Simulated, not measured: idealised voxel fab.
The process module that follows is named voxel air gaps.
This is section cut - it's 245 nm across, gridded in 5 nm square cells.
Heads up, the way a cross-section reads in here is a grid of square cells, handed over as bands from the top down, with every band being one or more rows of cells.
It is stipulated that each band's entry specify, in nanometres, the height of the top of the band and then that of its bottom, followed by the materials of the band in left-to-right sequence, each together with its width in nanometres. A single material marked by the word "edge to edge" is understood to fill the band from edge to edge; the word "air" is understood to denote empty space.
Zero point of the height axis is 0; under it, received wafer = one material. Lowest band: continues down indefinitely, "0 down".
It should be noted that a width expressed as "30 to 40" varies in equal increments from row to row of cells within the band, taking the value of the first number at the top row and that of the second number at the bottom row.
When a step is marked "stayed the same", none of the cells in the cross-section changed during that step.
The entry titled "Closed void catalog" provides the empty spaces that have no open way to the top, restricted to those of 8 cells or more. Each is presented as width x height at distance, the distance being measured from the left edge, with all three in nm.
Note: text after step settings on the step line = simulator remark on that step.
When a step includes a mask, the "overlay nm" setting on its line states how far to the right of its planned place that mask lay, and negative values state how far to the left.
-- Below is the list of planned process steps
step 1: RECEIVE: material Si
step 2: CONFORMAL_DEP: material SiO2, thk nm 5
step 3: CONFORMAL_DEP: material SiN, thk nm 5
step 4: DIRECTIONAL_DEP: material lowk, thk nm 35
step 5: DIRECTIONAL_DEP: material aC, thk nm 10
step 6: PATTERN: tone open, mask id LINES, material resist, width nm 20, pitch nm 50, thk nm 25, overlay nm 0
step 7: DIRECTIONAL_ETCH: etch materials aC, depth nm 10
step 8: STRIP: etch materials resist
step 9: DIRECTIONAL_ETCH: etch materials lowk, depth nm 35
step 10: STRIP: etch materials aC
step 11: CONFORMAL_DEP: material TiN, thk nm 5
step 12: FILL_DEP: material Ru, thk nm 5
step 13: CMP: height nm 50
step 14: EPI: material Ru, thk nm 10
step 15: SELECTIVE_ETCH: etch materials lowk, depth nm 45
step 16: CONFORMAL_DEP: material SiCN, thk nm 5
For this document, wafers share an identical start and vary in the step 2 thk nm; the plan quotes the first wafer's value.
-- Sectional view: first of several wafers, as received, after step 1
    0 down | Si edge to edge
    Closed void catalog: none
-- Basically each wafer gets a line in the table, showing it at the end of the module: material by material, the cells it gained (+) or lost (-) since we got it, then its closed voids
thk nm 5, +140 Ru, +49 SiCN, +49 SiN, +49 SiO2, +91 TiN, +259 lowk, Closed void catalog: none
thk nm 10, +84 Ru, +127 SiCN, +49 SiN, +98 SiO2, +48 TiN, Closed void catalog: 20 x 25 at 85; 20 x 25 at 135
thk nm 15, +78 Ru, +121 SiCN, +49 SiN, +147 SiO2, +42 TiN, Closed void catalog: 20 x 20 at 85; 20 x 20 at 135
thk nm 20, +72 Ru, +115 SiCN, +49 SiN, +196 SiO2, +36 TiN, Closed void catalog: 20 x 15 at 85; 20 x 15 at 135
thk nm 25, +66 Ru, +109 SiCN, +49 SiN, +245 SiO2, +30 TiN, Closed void catalog: 20 x 10 at 85; 20 x 10 at 135
